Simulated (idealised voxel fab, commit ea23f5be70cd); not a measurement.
Documented hereafter: the process module known as voxel self aligned vias.
Shown is cross-section cut, with a width of 210 nm and square cells of size 5 nm.
Cross-section format: a grid of square cells, given as bands from top to bottom; each band is one or more rows of cells. What a band's entry tells you: where the top is and where the bottom is, as heights in nm, and after that what lies inside, material by material from left to right, each with its width in nm. Empty space is written as the word "empty", and a single material marked with the word "everywhere" occupies the band from edge to edge. Basically, 0 is our baseline, since under it the wafer straight out of the box is all one material. The bottom band has no lower end and keeps on going down, so it looks like "top 0, no bottom". The notation "30 to 40" denotes a width that varies across the rows of cells in the band, beginning at the first number in the top row, finishing at the second number in the bottom row, and changing by an identical amount from each row to the next. "remained the same" means the step left every cell of the cross-section as it was. Empty spaces without an open route to the top, at least 8 cells in extent, make up the entry "Unvented cavities"; each is given as width x height at distance, where the distance is measured from the left edge, and all are in nm. It should be noted that, on the line of a given step, the content following the step's settings is a remark produced by the simulator itself with respect to that step. overlay nm: where the mask lay relative to plan, measured to the right, on steps with a mask; negatives go left.

Intended process steps:
| 1 | RECEIVE | material Si |
| 2 | CONFORMAL_DEP | material SiO2 | thk nm 15 |
| 3 | CONFORMAL_DEP | material SiCN | thk nm 5 |
| 4 | DIRECTIONAL_DEP | material SiO2 | thk nm 25 |
| 5 | PATTERN | tone open | mask id LINES | material resist | width nm 20 | pitch nm 60 | thk nm 15 | overlay nm 0 |
| 6 | DIRECTIONAL_ETCH | etch materials SiO2 | depth nm 25 |
| 7 | STRIP | etch materials resist |
| 8 | CONFORMAL_DEP | material TiN | thk nm 5 |
| 9 | FILL_DEP | material Ru | thk nm 5 |
| 10 | CMP | height nm 45 |
| 11 | SELECTIVE_ETCH | etch materials W Ru TiN | depth nm 10 |
| 12 | FILL_DEP | material SiN | thk nm 5 |
| 13 | CMP | height nm 45 |
| 14 | DIRECTIONAL_DEP | material SiO2 | thk nm 20 |
| 15 | DIRECTIONAL_DEP | material aC | thk nm 10 |
| 16 | PATTERN | tone open | mask id VIAS | material resist | width nm 30 | thk nm 30 | overlay nm 0 |
| 17 | DIRECTIONAL_ETCH | etch materials aC | depth nm 10 |
| 18 | STRIP | etch materials resist |
| 19 | DIRECTIONAL_ETCH | etch materials SiO2 | depth nm 20 |
| 20 | DIRECTIONAL_ETCH | etch materials SiN | depth nm 10 |
| 21 | STRIP | etch materials aC |
| 22 | CONFORMAL_DEP | material TiN | thk nm 5 |
| 23 | FILL_DEP | material Cu | thk nm 5 |
| 24 | CMP | height nm 65 |
| 25 | CONFORMAL_DEP | material SiCN | thk nm 5 |

The first wafer of two, processed as planned:

So this is the incoming wafer in cross-section - it's already been through step 1:
* top 0, no bottom | Si everywhere
* Unvented cavities: none

Cross-section through the wafer, step 2 finished:
* top 15, bottom 0 | SiO2 everywhere
* No changes below 0.

Cross-section through the wafer, step 3 finished:
* top 20, bottom 15 | SiCN everywhere
* No changes below 15.

Cross-section through the wafer, step 4 finished:
* top 45, bottom 20 | SiO2 everywhere
* No changes below 20.

Cross-section through the wafer, step 5 finished:
* top 60, bottom 45 | resist 65 nm; empty 20 nm; resist 40 nm; empty 20 nm; resist 65 nm
* No changes below 45.

Cross-section through the wafer, step 6 finished:
* top 60, bottom 45 | resist 65 nm; empty 20 nm; resist 40 nm; empty 20 nm; resist 65 nm
* top 45, bottom 20 | SiO2 65 nm; empty 20 nm; SiO2 40 nm; empty 20 nm; SiO2 65 nm
* No changes below 20.

Cross-section through the wafer, step 7 finished:
* top 45, bottom 20 | SiO2 65 nm; empty 20 nm; SiO2 40 nm; empty 20 nm; SiO2 65 nm
* No changes below 20.

Cross-section through the wafer, step 8 finished:
* top 50, bottom 45 | TiN 70 nm; empty 10 nm; TiN 50 nm; empty 10 nm; TiN 70 nm
* top 45, bottom 25 | SiO2 65 nm; TiN 5 nm; empty 10 nm; TiN 5 nm; SiO2 40 nm; TiN 5 nm; empty 10 nm; TiN 5 nm; SiO2 65 nm
* top 25, bottom 20 | SiO2 65 nm; TiN 20 nm; SiO2 40 nm; TiN 20 nm; SiO2 65 nm
* No changes below 20.

Cross-section through the wafer, step 9 finished:
* top 55, bottom 50 | Ru everywhere
* top 50, bottom 45 | TiN 70 nm; Ru 10 nm; TiN 50 nm; Ru 10 nm; TiN 70 nm
* top 45, bottom 25 | SiO2 65 nm; TiN 5 nm; Ru 10 nm; TiN 5 nm; SiO2 40 nm; TiN 5 nm; Ru 10 nm; TiN 5 nm; SiO2 65 nm
* No changes below 25.

Cross-section through the wafer, step 10 finished:
* top 45, bottom 25 | SiO2 65 nm; TiN 5 nm; Ru 10 nm; TiN 5 nm; SiO2 40 nm; TiN 5 nm; Ru 10 nm; TiN 5 nm; SiO2 65 nm
* No changes below 25.

Cross-section through the wafer, step 11 finished:
* top 45, bottom 35 | SiO2 65 nm; empty 20 nm; SiO2 40 nm; empty 20 nm; SiO2 65 nm
* No changes below 35.

Cross-section through the wafer, step 12 finished:
* top 50, bottom 45 | SiN everywhere
* top 45, bottom 35 | SiO2 65 nm; SiN 20 nm; SiO2 40 nm; SiN 20 nm; SiO2 65 nm
* No changes below 35.

Cross-section through the wafer, step 13 finished:
* top 45, bottom 35 | SiO2 65 nm; SiN 20 nm; SiO2 40 nm; SiN 20 nm; SiO2 65 nm
* No changes below 35.

Cross-section through the wafer, step 14 finished:
* top 65, bottom 45 | SiO2 everywhere
* No changes below 45.

Cross-section through the wafer, step 15 finished:
* top 75, bottom 65 | aC everywhere
* No changes below 65.

Cross-section through the wafer, step 16 finished:
* top 105, bottom 75 | resist 60 nm; empty 30 nm; resist 120 nm
* No changes below 75.

Cross-section through the wafer, step 17 finished:
* top 95, bottom 75 | resist 60 nm; empty 30 nm; resist 120 nm
* top 75, bottom 65 | aC 60 nm; empty 30 nm; aC 120 nm
* No changes below 65.

Cross-section through the wafer, step 18 finished:
* top 75, bottom 65 | aC 60 nm; empty 30 nm; aC 120 nm
* No changes below 65.

Cross-section through the wafer, step 19 finished:
* top 75, bottom 65 | aC 60 nm; empty 30 nm; aC 120 nm
* top 65, bottom 45 | SiO2 60 nm; empty 30 nm; SiO2 120 nm
* No changes below 45.

Cross-section through the wafer, step 20 finished:
* top 75, bottom 65 | aC 60 nm; empty 30 nm; aC 120 nm
* top 65, bottom 45 | SiO2 60 nm; empty 30 nm; SiO2 120 nm
* top 45, bottom 35 | SiO2 65 nm; empty 20 nm; SiO2 40 nm; SiN 20 nm; SiO2 65 nm
* No changes below 35.

Cross-section through the wafer, step 21 finished:
* top 65, bottom 45 | SiO2 60 nm; empty 30 nm; SiO2 120 nm
* No changes below 45.

Cross-section through the wafer, step 22 finished:
* top 70, bottom 65 | TiN 65 nm; empty 20 nm; TiN 125 nm
* top 65, bottom 50 | SiO2 60 nm; TiN 5 nm; empty 20 nm; TiN 5 nm; SiO2 120 nm
* top 50, bottom 45 | SiO2 60 nm; TiN 10 nm; empty 10 nm; TiN 10 nm; SiO2 120 nm
* top 45, bottom 40 | SiO2 65 nm; TiN 5 nm; empty 10 nm; TiN 5 nm; SiO2 40 nm; SiN 20 nm; SiO2 65 nm
* top 40, bottom 35 | SiO2 65 nm; TiN 20 nm; SiO2 40 nm; SiN 20 nm; SiO2 65 nm
* No changes below 35.

Cross-section through the wafer, step 23 finished:
* top 75, bottom 70 | Cu everywhere
* top 70, bottom 65 | TiN 65 nm; Cu 20 nm; TiN 125 nm
* top 65, bottom 50 | SiO2 60 nm; TiN 5 nm; Cu 20 nm; TiN 5 nm; SiO2 120 nm
* top 50, bottom 45 | SiO2 60 nm; TiN 10 nm; Cu 10 nm; TiN 10 nm; SiO2 120 nm
* top 45, bottom 40 | SiO2 65 nm; TiN 5 nm; Cu 10 nm; TiN 5 nm; SiO2 40 nm; SiN 20 nm; SiO2 65 nm
* No changes below 40.

Cross-section through the wafer, step 24 finished:
* top 65, bottom 50 | SiO2 60 nm; TiN 5 nm; Cu 20 nm; TiN 5 nm; SiO2 120 nm
* No changes below 50.

Cross-section through the wafer, step 25 finished:
* top 70, bottom 65 | SiCN everywhere
* No changes below 65.

Second wafer - shared start and plan with the first - one error in running - same as the first up to step 21 inclusive:

Second wafer cross-section, taken as of the time the plan sets for step 22 to be done:
* top 70, bottom 50 | SiO2 65 nm; empty 20 nm; SiO2 125 nm
* top 50, bottom 45 | SiO2 70 nm; empty 10 nm; SiO2 130 nm
* top 45, bottom 40 | SiO2 70 nm; empty 10 nm; SiO2 45 nm; SiN 20 nm; SiO2 65 nm
* top 40, bottom 35 | SiO2 125 nm; SiN 20 nm; SiO2 65 nm
* No changes below 35.

Second wafer cross-section, taken as of the time the plan sets for step 23 to be done:
* top 75, bottom 70 | Cu everywhere
* top 70, bottom 50 | SiO2 65 nm; Cu 20 nm; SiO2 125 nm
* top 50, bottom 45 | SiO2 70 nm; Cu 10 nm; SiO2 130 nm
* top 45, bottom 40 | SiO2 70 nm; Cu 10 nm; SiO2 45 nm; SiN 20 nm; SiO2 65 nm
* No changes below 40.

Second wafer cross-section, taken as of the time the plan sets for step 24 to be done:
* top 65, bottom 50 | SiO2 65 nm; Cu 20 nm; SiO2 125 nm
* No changes below 50.

Second wafer cross-section, taken as of the time the plan sets for step 25 to be done:
* top 70, bottom 65 | SiCN everywhere
* No changes below 65.
Against the plan, the run slipped here: rather than as planned, step 22 actually ran as CONFORMAL_DEP | material SiO2 | thk nm 5
It is noted that, at the conclusion of processing, the second wafer exhibits a higher or lower cell count for certain materials relative to the first: 16 more of SiO2; 16 fewer of TiN
